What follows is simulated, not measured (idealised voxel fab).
This is a process module. Its name is voxel self aligned contacts.
cross-section cut | 290 nm wide | cells 5 nm
Think of the cross-section as a grid of square cells. We describe it in bands, top to bottom, and each band covers one or more rows of those cells.
Band entry format. Leading values: height of top, height of bottom, nm. Remainder: materials in left-to-right order, each with its width in nm. Special words: "edge to edge" on a single material, which then fills the band edge to edge; "blank", empty space.
Height reference: 0 = level under which incoming wafer is all one material. Lowest band: no bottom, runs on downward, e.g. "z 0 and below".
The two numbers in a width such as "30 to 40" mark its ends across the band: the first belongs to the top row of cells, the second to the bottom row, and from each row to the next the width moves by the same amount.
"no alterations made" -> step changed no cross-section cell.
Entry "Closed empty spaces". Content: empty spaces with no open connection to the top, size 8 cells or greater. Each: width x height at distance. Distance: from left edge. Unit: nm.
Past the settings on a step's line: simulator remark, on that step.
"overlay nm" answers the question of how far to the right of plan the mask lay on a step that has a mask, and when it is negative the answer is to the left.
-- These are the steps we planned for the process
1: RECEIVE: material Si
2: CONFORMAL_DEP: material SiO2, thk nm 5
3: DIRECTIONAL_DEP: material polySi, thk nm 30
4: DIRECTIONAL_DEP: material SiN, thk nm 20
5: MASKED_ETCH: tone cover, mask id GATE, width nm 25, pitch nm 60, etch materials SiN, depth nm 10, overlay nm 0
6: MASKED_ETCH: tone cover, mask id GATE, width nm 25, pitch nm 60, etch materials polySi, depth nm 30, overlay nm 0
7: CONFORMAL_DEP: material SiN, thk nm 10
8: DIRECTIONAL_ETCH: etch materials SiN, depth nm 10
9: FILL_DEP: material SiO2, thk nm 10
10: CMP: height nm 60
11: DIRECTIONAL_DEP: material aC, thk nm 15
12: PATTERN: tone open, mask id CONTACT, material resist, width nm 45, thk nm 35, overlay nm 0
13: DIRECTIONAL_ETCH: etch materials aC, depth nm 15
14: STRIP: etch materials resist
15: DIRECTIONAL_ETCH: etch materials SiO2, depth nm 60
16: STRIP: etch materials aC
17: CONFORMAL_DEP: material TiN, thk nm 5
18: FILL_DEP: material W, thk nm 5
19: CMP: height nm 60
20: CONFORMAL_DEP: material SiN, thk nm 5
The value of depth nm given for step 5 in the plan refers to the first wafer; the wafers vary in this setting and are alike at the start.
-- First of several wafers (as received, post step 1), cross-sectional view
    z 0 and below  Si edge to edge
    Closed empty spaces: none
-- Take any row and you have a wafer at the end of the module: how many cells of each material it has gained (+) or lost (-) since it was received, and then its closed voids
depth nm 10, +210 SiN, +181 SiO2, +13 TiN, +2 W, +348 polySi, Closed empty spaces: none
depth nm 15, +170 SiN, +218 SiO2, +15 TiN, +3 W, +348 polySi, Closed empty spaces: none
depth nm 20, +178 SiN, +474 SiO2, +31 TiN, +11 W, +60 polySi, Closed empty spaces: none
depth nm 25, +178 SiN, +474 SiO2, +31 TiN, +11 W, +60 polySi, Closed empty spaces: none
depth nm 30, +178 SiN, +474 SiO2, +31 TiN, +11 W, +60 polySi, Closed empty spaces: none
depth nm 35, +178 SiN, +474 SiO2, +31 TiN, +11 W, +60 polySi, Closed empty spaces: none
